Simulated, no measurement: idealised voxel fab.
Proc. module: voxel trench capacitor
We display cut, a cross-section 160 nm in width whose square cells are each 5 nm.
In this document a cross-section is written as a grid of square cells. It is given as a series of bands, listed from the top down, and a band is one or more rows of cells. Within each band entry, the heights of the top and of the bottom of the band appear first, in that order and in nm; the materials of the band then follow from left to right, each with its corresponding width in nm. The designation "throughout" on a single material indicates that it fills the band from edge to edge; the designation "blank" indicates empty space. Below 0: as-received wafer, all one material; heights counted from there. Lowest band: no bottom, goes on down, written "top 0, no bottom". Top row gets the first number, bottom row gets the second, and each row in between changes by the same step: that is how a band width like "30 to 40" works. The designation "nothing was modified", where it is given for a processing step, indicates that no cell of the cross-section was altered in the course of that step. "Tabulated closed voids" - sealed voids, min. 8 cells, no opening to top; format: width x height at distance (distance from left edge; nm throughout). Note: text after step settings on the step line = simulator remark on that step. You can add "overlay nm" to a step's line. For a step with a mask, it describes how far the mask lay to the right of its planned position, and a negative number describes a lay to the left.

Plan
1) op RECEIVE | material Si
2) op CONFORMAL_DEP | material SiN | thk nm 5
3) op DIRECTIONAL_DEP | material aC | thk nm 15
4) op PATTERN | tone open | mask id TRENCH | material resist | width nm 15 | pitch nm 35 | thk nm 30 | overlay nm 0
5) op DIRECTIONAL_ETCH | etch materials aC | depth nm 15
6) op STRIP | etch materials resist
7) op DIRECTIONAL_ETCH | etch materials SiN | depth nm 5
8) op DIRECTIONAL_ETCH | etch materials Si | depth nm 25
9) op STRIP | etch materials aC
10) op CONFORMAL_DEP | material Al2O3 | thk nm 5
11) op FILL_DEP | material polySi | thk nm 5
12) op CMP | height nm 5

Wafer cross-section on receipt, i.e. after step 1
- top 0, no bottom = Si throughout
- Tabulated closed voids: none

As-planned run: cross-section of the first of two wafers at end of module
- top 5, bottom 0 = 55 of SiN  5 of Al2O3  5 of polySi  5 of Al2O3  20 of SiN  5 of Al2O3  5 of polySi  5 of Al2O3  55 of SiN
- top 0, bottom -20 = 55 of Si  5 of Al2O3  5 of polySi  5 of Al2O3  20 of Si  5 of Al2O3  5 of polySi  5 of Al2O3  55 of Si
- top -20, bottom -25 = 55 of Si  15 of Al2O3  20 of Si  15 of Al2O3  55 of Si
- top -25, no bottom = Si throughout
- Tabulated closed voids: none

Here's the second of our two wafers sectioned at module end. Same start as the first, same plan, but one mistake got made running it
- top 5, bottom 0 = 50 of polySi  5 of Al2O3  15 of SiN  5 of Al2O3  10 of polySi  5 of Al2O3  15 of SiN  5 of Al2O3  50 of polySi
- top 0, bottom -20 = 50 of polySi  5 of Al2O3  15 of Si  5 of Al2O3  10 of polySi  5 of Al2O3  15 of Si  5 of Al2O3  50 of polySi
- top -20, bottom -25 = 55 of Al2O3  15 of Si  20 of Al2O3  15 of Si  55 of Al2O3
- top -25, no bottom = Si throughout
- Tabulated closed voids: none
Nonconformance to the process plan: note that step 4 departed from the planned setting and was carried out as op PATTERN | tone cover | mask id TRENCH | material resist | width nm 15 | pitch nm 35 | thk nm 30 | overlay nm 0
It is noted that, at the conclusion of processing, the second wafer exhibits a higher or lower cell count for certain materials relative to the first: 20 more of Al2O3, 100 fewer of Si, 20 fewer of SiN, 100 more of polySi
